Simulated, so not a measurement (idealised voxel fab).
voxel quadruple lines: a process module
Square cell edge 5 nm, section width 300 nm, ID cut.
Format of a cross-section: grid, square cells. Given as bands. Order: top down. Band: one or more rows of cells. First you get the band's top height and its bottom height, in nm, and then the materials it's made of, left to right, with each width in nm. If you see a single material with "throughout", that one covers the band edge to edge. "air" is empty space. Height datum 0, below which the as-received substrate wafer is one material. Lowest band open at the bottom, running downward: "z 0 and below". You'd read "30..40" like this: the band's top row of cells is as wide as the first number, its bottom row is as wide as the second, and going down, every row changes width by the same amount as the row before did. Given "identical to before" for a step, no cell of the cross-section differs between before and after that step. Voids not open to the top, 8 cells minimum: see "Trapped voids". Written width x height at distance; distance is from the left edge; nm. Post-settings text on a step line: simulator's own remark regarding the step. overlay nm: mask offset rightward from planned place, masked step; negative means leftward offset.
[The steps planned for the process are as follows]
step 1: RECEIVE, material Si
step 2: CONFORMAL_DEP, material Al2O3, thk nm 5
step 3: DIRECTIONAL_DEP, material W, thk nm 10
step 4: DIRECTIONAL_DEP, material polySi, thk nm 15
step 5: DIRECTIONAL_DEP, material aC, thk nm 25
step 6: PATTERN, tone cover, mask id MANDREL, material resist, width nm 30, pitch nm 80, thk nm 30, overlay nm 0
step 7: DIRECTIONAL_ETCH, etch materials aC, depth nm 25
step 8: STRIP, etch materials resist
step 9: CONFORMAL_DEP, material SiO2, thk nm 10
step 10: DIRECTIONAL_ETCH, etch materials SiO2, depth nm 10
step 11: STRIP, etch materials aC
step 12: DIRECTIONAL_ETCH, etch materials polySi, depth nm 15
step 13: STRIP, etch materials SiO2
step 14: CONFORMAL_DEP, material SiN, thk nm 10
step 15: DIRECTIONAL_ETCH, etch materials SiN, depth nm 10
step 16: STRIP, etch materials polySi
step 17: DIRECTIONAL_ETCH, etch materials W, depth nm 10
step 18: STRIP, etch materials SiN
[First of two wafers: run as planned]
[Wafer at receipt (post step 1), cross-section]
> z 0 and below = Si throughout
> Trapped voids: none
[Once step 2 is through, the wafer looks like this in cross-section]
> z 5 to 0 = Al2O3 throughout
> Everything under 0 stays put, no change at all.
[Once step 3 is through, the wafer looks like this in cross-section]
> z 15 to 5 = W throughout
> Everything under 5 stays put, no change at all.
[Once step 4 is through, the wafer looks like this in cross-section]
> z 30 to 15 = polySi throughout
> Everything under 15 stays put, no change at all.
[Once step 5 is through, the wafer looks like this in cross-section]
> z 55 to 30 = aC throughout
> Everything under 30 stays put, no change at all.
[Once step 6 is through, the wafer looks like this in cross-section]
> z 85 to 55 = 95 nm air, 30 nm resist, 50 nm air, 30 nm resist, 95 nm air
> Everything under 55 stays put, no change at all.
[Once step 7 is through, the wafer looks like this in cross-section]
> z 60 to 55 = 95 nm air, 30 nm resist, 50 nm air, 30 nm resist, 95 nm air
> z 55 to 30 = 95 nm air, 30 nm aC, 50 nm air, 30 nm aC, 95 nm air
> Everything under 30 stays put, no change at all.
[Once step 8 is through, the wafer looks like this in cross-section]
> z 55 to 30 = 95 nm air, 30 nm aC, 50 nm air, 30 nm aC, 95 nm air
> Everything under 30 stays put, no change at all.
[Once step 9 is through, the wafer looks like this in cross-section]
> z 65 to 55 = 85 nm air, 50 nm SiO2, 30 nm air, 50 nm SiO2, 85 nm air
> z 55 to 40 = 85 nm air, 10 nm SiO2, 30 nm aC, 10 nm SiO2, 30 nm air, 10 nm SiO2, 30 nm aC, 10 nm SiO2, 85 nm air
> z 40 to 30 = 95 nm SiO2, 30 nm aC, 50 nm SiO2, 30 nm aC, 95 nm SiO2
> Everything under 30 stays put, no change at all.
[Once step 10 is through, the wafer looks like this in cross-section]
> z 55 to 30 = 85 nm air, 10 nm SiO2, 30 nm aC, 10 nm SiO2, 30 nm air, 10 nm SiO2, 30 nm aC, 10 nm SiO2, 85 nm air
> Everything under 30 stays put, no change at all.
[Once step 11 is through, the wafer looks like this in cross-section]
> z 55 to 30 = 85 nm air, 10 nm SiO2, 30 nm air, 10 nm SiO2, 30 nm air, 10 nm SiO2, 30 nm air, 10 nm SiO2, 85 nm air
> Everything under 30 stays put, no change at all.
[Once step 12 is through, the wafer looks like this in cross-section]
> z 55 to 30 = 85 nm air, 10 nm SiO2, 30 nm air, 10 nm SiO2, 30 nm air, 10 nm SiO2, 30 nm air, 10 nm SiO2, 85 nm air
> z 30 to 15 = 85 nm air, 10 nm polySi, 30 nm air, 10 nm polySi, 30 nm air, 10 nm polySi, 30 nm air, 10 nm polySi, 85 nm air
> Everything under 15 stays put, no change at all.
[Once step 13 is through, the wafer looks like this in cross-section]
> z 30 to 15 = 85 nm air, 10 nm polySi, 30 nm air, 10 nm polySi, 30 nm air, 10 nm polySi, 30 nm air, 10 nm polySi, 85 nm air
> Everything under 15 stays put, no change at all.
[Once step 14 is through, the wafer looks like this in cross-section]
> z 40 to 30 = 75 nm air, 30 nm SiN, 10 nm air, 30 nm SiN, 10 nm air, 30 nm SiN, 10 nm air, 30 nm SiN, 75 nm air
> z 30 to 25 = 75 nm air, 10 nm SiN, 10 nm polySi, 10 nm SiN, 10 nm air, 10 nm SiN, 10 nm polySi, 10 nm SiN, 10 nm air, 10 nm SiN, 10 nm polySi, 10 nm SiN, 10 nm air, 10 nm SiN, 10 nm polySi, 10 nm SiN, 75 nm air
> z 25 to 15 = 85 nm SiN, 10 nm polySi, 30 nm SiN, 10 nm polySi, 30 nm SiN, 10 nm polySi, 30 nm SiN, 10 nm polySi, 85 nm SiN
> Everything under 15 stays put, no change at all.
[Once step 15 is through, the wafer looks like this in cross-section]
> z 30 to 15 = 75 nm air, 10 nm SiN, 10 nm polySi, 10 nm SiN, 10 nm air, 10 nm SiN, 10 nm polySi, 10 nm SiN, 10 nm air, 10 nm SiN, 10 nm polySi, 10 nm SiN, 10 nm air, 10 nm SiN, 10 nm polySi, 10 nm SiN, 75 nm air
> Everything under 15 stays put, no change at all.
[Once step 16 is through, the wafer looks like this in cross-section]
> z 30 to 15 = 75 nm air, 10 nm SiN, 10 nm air, 10 nm SiN, 10 nm air, 10 nm SiN, 10 nm air, 10 nm SiN, 10 nm air, 10 nm SiN, 10 nm air, 10 nm SiN, 10 nm air, 10 nm SiN, 10 nm air, 10 nm SiN, 75 nm air
> Everything under 15 stays put, no change at all.
[Once step 17 is through, the wafer looks like this in cross-section]
> z 30 to 15 = 75 nm air, 10 nm SiN, 10 nm air, 10 nm SiN, 10 nm air, 10 nm SiN, 10 nm air, 10 nm SiN, 10 nm air, 10 nm SiN, 10 nm air, 10 nm SiN, 10 nm air, 10 nm SiN, 10 nm air, 10 nm SiN, 75 nm air
> z 15 to 5 = 75 nm air, 10 nm W, 10 nm air, 10 nm W, 10 nm air, 10 nm W, 10 nm air, 10 nm W, 10 nm air, 10 nm W, 10 nm air, 10 nm W, 10 nm air, 10 nm W, 10 nm air, 10 nm W, 75 nm air
> Everything under 5 stays put, no change at all.
[Once step 18 is through, the wafer looks like this in cross-section]
> z 15 to 5 = 75 nm air, 10 nm W, 10 nm air, 10 nm W, 10 nm air, 10 nm W, 10 nm air, 10 nm W, 10 nm air, 10 nm W, 10 nm air, 10 nm W, 10 nm air, 10 nm W, 10 nm air, 10 nm W, 75 nm air
> Everything under 5 stays put, no change at all.
[Okay, second wafer. Nothing different at the start, nothing different in the plan, just one mistake somewhere in the running. As far as step 5, counting that step, it's the first wafer all over again]
[Second wafer at the planned finish of step 6, seen in cross-section]
> z 85 to 55 = 105 nm air, 30 nm resist, 50 nm air, 30 nm resist, 85 nm air
> Everything under 55 stays put, no change at all.
[Second wafer at the planned finish of step 7, seen in cross-section]
> z 60 to 55 = 105 nm air, 30 nm resist, 50 nm air, 30 nm resist, 85 nm air
> z 55 to 30 = 105 nm air, 30 nm aC, 50 nm air, 30 nm aC, 85 nm air
> Everything under 30 stays put, no change at all.
[Second wafer at the planned finish of step 8, seen in cross-section]
> z 55 to 30 = 105 nm air, 30 nm aC, 50 nm air, 30 nm aC, 85 nm air
> Everything under 30 stays put, no change at all.
[Second wafer at the planned finish of step 9, seen in cross-section]
> z 65 to 55 = 95 nm air, 50 nm SiO2, 30 nm air, 50 nm SiO2, 75 nm air
> z 55 to 40 = 95 nm air, 10 nm SiO2, 30 nm aC, 10 nm SiO2, 30 nm air, 10 nm SiO2, 30 nm aC, 10 nm SiO2, 75 nm air
> z 40 to 30 = 105 nm SiO2, 30 nm aC, 50 nm SiO2, 30 nm aC, 85 nm SiO2
> Everything under 30 stays put, no change at all.
[Second wafer at the planned finish of step 10, seen in cross-section]
> z 55 to 30 = 95 nm air, 10 nm SiO2, 30 nm aC, 10 nm SiO2, 30 nm air, 10 nm SiO2, 30 nm aC, 10 nm SiO2, 75 nm air
> Everything under 30 stays put, no change at all.
[Second wafer at the planned finish of step 11, seen in cross-section]
> z 55 to 30 = 95 nm air, 10 nm SiO2, 30 nm air, 10 nm SiO2, 30 nm air, 10 nm SiO2, 30 nm air, 10 nm SiO2, 75 nm air
> Everything under 30 stays put, no change at all.
[Second wafer at the planned finish of step 12, seen in cross-section]
> z 55 to 30 = 95 nm air, 10 nm SiO2, 30 nm air, 10 nm SiO2, 30 nm air, 10 nm SiO2, 30 nm air, 10 nm SiO2, 75 nm air
> z 30 to 15 = 95 nm air, 10 nm polySi, 30 nm air, 10 nm polySi, 30 nm air, 10 nm polySi, 30 nm air, 10 nm polySi, 75 nm air
> Everything under 15 stays put, no change at all.
[Second wafer at the planned finish of step 13, seen in cross-section]
> z 30 to 15 = 95 nm air, 10 nm polySi, 30 nm air, 10 nm polySi, 30 nm air, 10 nm polySi, 30 nm air, 10 nm polySi, 75 nm air
> Everything under 15 stays put, no change at all.
[Second wafer at the planned finish of step 14, seen in cross-section]
> z 40 to 30 = 85 nm air, 30 nm SiN, 10 nm air, 30 nm SiN, 10 nm air, 30 nm SiN, 10 nm air, 30 nm SiN, 65 nm air
> z 30 to 25 = 85 nm air, 10 nm SiN, 10 nm polySi, 10 nm SiN, 10 nm air, 10 nm SiN, 10 nm polySi, 10 nm SiN, 10 nm air, 10 nm SiN, 10 nm polySi, 10 nm SiN, 10 nm air, 10 nm SiN, 10 nm polySi, 10 nm SiN, 65 nm air
> z 25 to 15 = 95 nm SiN, 10 nm polySi, 30 nm SiN, 10 nm polySi, 30 nm SiN, 10 nm polySi, 30 nm SiN, 10 nm polySi, 75 nm SiN
> Everything under 15 stays put, no change at all.
[Second wafer at the planned finish of step 15, seen in cross-section]
> z 30 to 15 = 85 nm air, 10 nm SiN, 10 nm polySi, 10 nm SiN, 10 nm air, 10 nm SiN, 10 nm polySi, 10 nm SiN, 10 nm air, 10 nm SiN, 10 nm polySi, 10 nm SiN, 10 nm air, 10 nm SiN, 10 nm polySi, 10 nm SiN, 65 nm air
> Everything under 15 stays put, no change at all.
[Second wafer at the planned finish of step 16, seen in cross-section]
> z 30 to 15 = 85 nm air, 10 nm SiN, 10 nm air, 10 nm SiN, 10 nm air, 10 nm SiN, 10 nm air, 10 nm SiN, 10 nm air, 10 nm SiN, 10 nm air, 10 nm SiN, 10 nm air, 10 nm SiN, 10 nm air, 10 nm SiN, 65 nm air
> Everything under 15 stays put, no change at all.
[Second wafer at the planned finish of step 17, seen in cross-section]
> z 30 to 15 = 85 nm air, 10 nm SiN, 10 nm air, 10 nm SiN, 10 nm air, 10 nm SiN, 10 nm air, 10 nm SiN, 10 nm air, 10 nm SiN, 10 nm air, 10 nm SiN, 10 nm air, 10 nm SiN, 10 nm air, 10 nm SiN, 65 nm air
> z 15 to 5 = 85 nm air, 10 nm W, 10 nm air, 10 nm W, 10 nm air, 10 nm W, 10 nm air, 10 nm W, 10 nm air, 10 nm W, 10 nm air, 10 nm W, 10 nm air, 10 nm W, 10 nm air, 10 nm W, 65 nm air
> Everything under 5 stays put, no change at all.
[Second wafer at the planned finish of step 18, seen in cross-section]
> z 15 to 5 = 85 nm air, 10 nm W, 10 nm air, 10 nm W, 10 nm air, 10 nm W, 10 nm air, 10 nm W, 10 nm air, 10 nm W, 10 nm air, 10 nm W, 10 nm air, 10 nm W, 10 nm air, 10 nm W, 65 nm air
> Everything under 5 stays put, no change at all.
Short version of what went wrong: step 6 did not happen as planned, as run it was PATTERN, tone cover, mask id MANDREL, material resist, width nm 30, pitch nm 80, thk nm 30, overlay nm 10
End check, second vs first wafer: material counts in cells match, positions do not.
